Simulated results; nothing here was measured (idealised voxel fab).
This section sets out a process module, namely voxel spacer lines.
190 nm wide, 5 nm square cells: that's cross-section cut.
This document writes a cross-section as a grid whose cells are square, and gives it as bands, listed from the top down; one or more rows of cells form a band. Band entry format. Leading values: height of top, height of bottom, nm. Remainder: materials in left-to-right order, each with its width in nm. Special words: "full width" on a single material, which then fills the band edge to edge; "blank", empty space. Heights are reckoned from 0. Under this level, the received wafer is all of one material. The bottommost band is open-ended downward, for example "0 -> down". The width entry "30 to 40" should be interpreted row by row: the top row of cells in the band takes the first number, the bottom row takes the second number, and the change between adjacent rows is uniform throughout. You'll sometimes find "remained unchanged" written for a step, and that's the way of saying that nowhere in the cross-section did a cell change during that step. Under "Trapped void list" you'll find the enclosed gaps, the ones with no way out to the top, that are 8 cells or bigger; each reads width x height at distance, with distance counted from the left edge, everything in nm. The remark found on a step's line after its settings is issued by the simulator itself and pertains to that step. You can add "overlay nm" to a step's line. For a step with a mask, it describes how far the mask lay to the right of its planned position, and a negative number describes a lay to the left.
Planned process steps
1,RECEIVE (material Si)
2,CONFORMAL_DEP (material Al2O3; thk nm 10)
3,DIRECTIONAL_DEP (material polySi; thk nm 10)
4,DIRECTIONAL_DEP (material aC; thk nm 20)
5,PATTERN (tone cover; mask id MANDREL; material resist; width nm 20; pitch nm 70; thk nm 25; overlay nm 0)
6,DIRECTIONAL_ETCH (etch materials aC; depth nm 20)
7,STRIP (etch materials resist)
8,CONFORMAL_DEP (material SiO2; thk nm 15)
9,DIRECTIONAL_ETCH (etch materials SiO2; depth nm 15)
10,STRIP (etch materials aC)
11,DIRECTIONAL_ETCH (etch materials polySi; depth nm 10)
12,STRIP (etch materials SiO2)
13,FILL_DEP (material lowk; thk nm 10)
14,CMP (height nm 20)
Delivered wafer in cross-section: state after step 1
0 -> down  Si full width
Trapped void list: none
The first of two wafers, cross-sectioned at the end of the module, with the run proceeding as planned
20 -> 10  polySi 15 / lowk 20 / polySi 15 / lowk 20 / polySi 15 / lowk 20 / polySi 15 / lowk 20 / polySi 15 / lowk 20 / polySi 15
10 -> 0  Al2O3 full width
0 -> down  Si full width
Trapped void list: none
Here's the second of our two wafers sectioned at module end. Same start as the first, same plan, but one mistake got made running it
20 -> 15  polySi 15 / lowk 20 / polySi 15 / lowk 20 / polySi 15 / lowk 20 / polySi 15 / lowk 20 / polySi 15 / lowk 20 / polySi 15
15 -> 0  Al2O3 full width
0 -> down  Si full width
Trapped void list: none
The mistake made against the process plan was this: step 2 deviated from plan and actually ran as CONFORMAL_DEP (material Al2O3; thk nm 15)
The final cell counts differ between the wafers, with the second having more or fewer of some materials than the first: 38 more of Al2O3, 20 fewer of lowk, 18 fewer of polySi
